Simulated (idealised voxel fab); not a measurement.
You're looking at the process module voxel wiring stack.
Displayed cross-section: cut, width of 235 nm, square cells sized 5 nm.
When this document writes out a cross-section, it uses a grid of square cells and lists it as bands, beginning at the top and moving down, with a band standing for one or more rows of cells.
Within each band entry, the heights of the top and of the bottom of the band appear first, in that order and in nm; the materials of the band then follow from left to right, each with its corresponding width in nm. The designation "full width" on a single material indicates that it fills the band from edge to edge; the designation "air" indicates empty space.
Height 0 is the level under which the wafer as received is all one material. The lowest band goes on downwards, as in "0..down".
You'd read "30..40" like this: the band's top row of cells is as wide as the first number, its bottom row is as wide as the second, and going down, every row changes width by the same amount as the row before did.
Reading "changes: none" for a step: not a cell of the cross-section changed in it.
"Sealed internal cavities" means: voids of 8 cells or more that are shut off from the top with no open way through. Written width x height at distance, distance from the left edge, in nm.
That trailing text on a step's line, after the settings, is the simulator's own remark on the step.
A step's line can hold "overlay nm"; with a mask on that step, the setting says how far right of the planned place the mask lay, while a negative setting says it lay to the left.
## Process steps (planned)
1. RECEIVE: material Si
2. CONFORMAL_DEP: material SiO2, thk nm 15
3. CONFORMAL_DEP: material SiCN, thk nm 5
4. DIRECTIONAL_DEP: material SiO2, thk nm 20
5. PATTERN: tone open, mask id METAL_1, material resist, width nm 20, pitch nm 40, thk nm 20, overlay nm 0
6. DIRECTIONAL_ETCH: etch materials SiO2, depth nm 20
7. DIRECTIONAL_ETCH: etch materials SiCN, depth nm 5
8. STRIP: etch materials resist
9. CONFORMAL_DEP: material TiN, thk nm 5
10. FILL_DEP: material Ru, thk nm 10
11. CMP: height nm 40
12. EPI: material Ru, thk nm 5
13. FILL_DEP: material SiCN, thk nm 5
14. DIRECTIONAL_DEP: material lowk, thk nm 35
15. DIRECTIONAL_DEP: material aC, thk nm 10
16. PATTERN: tone open, mask id METAL_2, material resist, width nm 20, pitch nm 40, thk nm 25, overlay nm 0
17. DIRECTIONAL_ETCH: etch materials aC, depth nm 10
18. STRIP: etch materials resist
19. DIRECTIONAL_ETCH: etch materials lowk, depth nm 20
20. STRIP: etch materials aC
21. PATTERN: tone open, mask id METAL_2_HOLES, material resist, width nm 15, pitch nm 80, thk nm 20, overlay nm 0
22. DIRECTIONAL_ETCH: etch materials lowk, depth nm 15
23. DIRECTIONAL_ETCH: etch materials SiCN, depth nm 5
24. STRIP: etch materials resist
25. CONFORMAL_DEP: material TiN, thk nm 5
26. FILL_DEP: material Cu, thk nm 5
27. CMP: height nm 85
28. CONFORMAL_DEP: material SiCN, thk nm 5
29. DIRECTIONAL_DEP: material lowk, thk nm 10
30. MASKED_ETCH: tone open, mask id PLUG_2, width nm 15, pitch nm 40, etch materials lowk, depth nm 10, overlay nm 0
31. MASKED_ETCH: tone open, mask id PLUG_2, width nm 15, pitch nm 40, etch materials SiCN, depth nm 5, overlay nm 0
32. CONFORMAL_DEP: material TiN, thk nm 5
33. FILL_DEP: material Ru, thk nm 10
34. CMP: height nm 100
35. DIRECTIONAL_DEP: material TiN, thk nm 5
36. DIRECTIONAL_DEP: material Ru, thk nm 15
37. MASKED_ETCH: tone cover, mask id METAL_3, width nm 20, pitch nm 40, etch materials Ru, depth nm 15, overlay nm 0
38. MASKED_ETCH: tone cover, mask id METAL_3, width nm 20, pitch nm 40, etch materials TiN, depth nm 5, overlay nm 0
39. FILL_DEP: material SiO2, thk nm 10
40. CMP: height nm 120
41. CONFORMAL_DEP: material SiCN, thk nm 5
42. DIRECTIONAL_DEP: material lowk, thk nm 10
43. DIRECTIONAL_DEP: material aC, thk nm 15
44. PATTERN: tone open, mask id PLUG_3, material resist, width nm 15, pitch nm 80, thk nm 35, overlay nm 0
45. DIRECTIONAL_ETCH: etch materials aC, depth nm 15
46. STRIP: etch materials resist
47. DIRECTIONAL_ETCH: etch materials lowk, depth nm 10
48. DIRECTIONAL_ETCH: etch materials SiCN, depth nm 5
49. STRIP: etch materials aC
50. CONFORMAL_DEP: material TiN, thk nm 5
51. FILL_DEP: material Ru, thk nm 10
52. CMP: height nm 135
53. CONFORMAL_DEP: material SiCN, thk nm 5
54. DIRECTIONAL_DEP: material SiO2, thk nm 15
55. PATTERN: tone open, mask id METAL_4, material resist, width nm 20, pitch nm 40, thk nm 15, overlay nm 0
56. DIRECTIONAL_ETCH: etch materials SiO2, depth nm 15
57. DIRECTIONAL_ETCH: etch materials SiCN, depth nm 5
58. STRIP: etch materials resist
59. CONFORMAL_DEP: material TiN, thk nm 5
60. FILL_DEP: material Cu, thk nm 5
61. CMP: height nm 155
62. CONFORMAL_DEP: material SiN, thk nm 5
## Step 1 complete: cross-section of the wafer as received
    0..down: Si full width
    Sealed internal cavities: none
## a wafer at the end: this start, this plan, one mistake
    160..155: SiN full width
    155..150: Cu full width
    150..145: TiN 50 nm, Cu 10 nm, TiN 30 nm, Cu 10 nm, TiN 30 nm, Cu 10 nm, TiN 30 nm, Cu 10 nm, TiN 55 nm
    145..130: SiO2 45 nm, TiN 5 nm, Cu 10 nm, TiN 5 nm, SiO2 20 nm, TiN 5 nm, Cu 10 nm, TiN 5 nm, SiO2 20 nm, TiN 5 nm, Cu 10 nm, TiN 5 nm, SiO2 20 nm, TiN 5 nm, Cu 10 nm, TiN 5 nm, SiO2 50 nm
    130..125: SiCN 45 nm, TiN 20 nm, SiCN 20 nm, TiN 20 nm, SiCN 20 nm, TiN 20 nm, SiCN 20 nm, TiN 20 nm, SiCN 50 nm
    125..120: SiCN 45 nm, TiN 15 nm, SiCN 65 nm, TiN 15 nm, SiCN 95 nm
    120..105: SiO2 45 nm, Ru 20 nm, SiO2 20 nm, Ru 20 nm, SiO2 20 nm, Ru 20 nm, SiO2 20 nm, Ru 20 nm, SiO2 50 nm
    105..100: SiO2 45 nm, TiN 20 nm, SiO2 20 nm, TiN 20 nm, SiO2 20 nm, TiN 20 nm, SiO2 20 nm, TiN 20 nm, SiO2 50 nm
    100..90: lowk 45 nm, TiN 5 nm, Ru 5 nm, TiN 5 nm, lowk 25 nm, TiN 5 nm, Ru 5 nm, TiN 5 nm, lowk 25 nm, TiN 5 nm, Ru 5 nm, TiN 5 nm, lowk 25 nm, TiN 5 nm, Ru 5 nm, TiN 5 nm, lowk 55 nm
    90..85: SiCN 45 nm, TiN 15 nm, SiCN 25 nm, TiN 15 nm, SiCN 25 nm, TiN 15 nm, SiCN 25 nm, TiN 15 nm, SiCN 55 nm
    85..70: lowk 45 nm, TiN 5 nm, Cu 10 nm, TiN 5 nm, lowk 20 nm, TiN 5 nm, Cu 10 nm, TiN 5 nm, lowk 20 nm, TiN 5 nm, Cu 10 nm, TiN 5 nm, lowk 20 nm, TiN 5 nm, Cu 10 nm, TiN 5 nm, lowk 50 nm
    70..65: lowk 45 nm, TiN 5 nm, Cu 5 nm, TiN 10 nm, lowk 20 nm, TiN 20 nm, lowk 20 nm, TiN 5 nm, Cu 5 nm, TiN 10 nm, lowk 20 nm, TiN 20 nm, lowk 50 nm
    65..50: lowk 45 nm, TiN 5 nm, Cu 5 nm, TiN 5 nm, lowk 65 nm, TiN 5 nm, Cu 5 nm, TiN 5 nm, lowk 95 nm
    50..45: SiCN 45 nm, TiN 15 nm, SiCN 65 nm, TiN 15 nm, SiCN 95 nm
    45..40: SiCN 40 nm, Ru 30 nm, SiCN 10 nm, Ru 30 nm, SiCN 10 nm, Ru 30 nm, SiCN 10 nm, Ru 30 nm, SiCN 45 nm
    40..20: SiO2 45 nm, TiN 5 nm, Ru 10 nm, TiN 5 nm, SiO2 20 nm, TiN 5 nm, Ru 10 nm, TiN 5 nm, SiO2 20 nm, TiN 5 nm, Ru 10 nm, TiN 5 nm, SiO2 20 nm, TiN 5 nm, Ru 10 nm, TiN 5 nm, SiO2 50 nm
    20..15: SiCN 45 nm, TiN 20 nm, SiCN 20 nm, TiN 20 nm, SiCN 20 nm, TiN 20 nm, SiCN 20 nm, TiN 20 nm, SiCN 50 nm
    15..0: SiO2 full width
    0..down: Si full width
    Sealed internal cavities: none
Which mistake was made when the wafer was run? it should be noted that step 52 was executed with settings other than those planned, the operation and settings actually applied being CMP: height nm 125
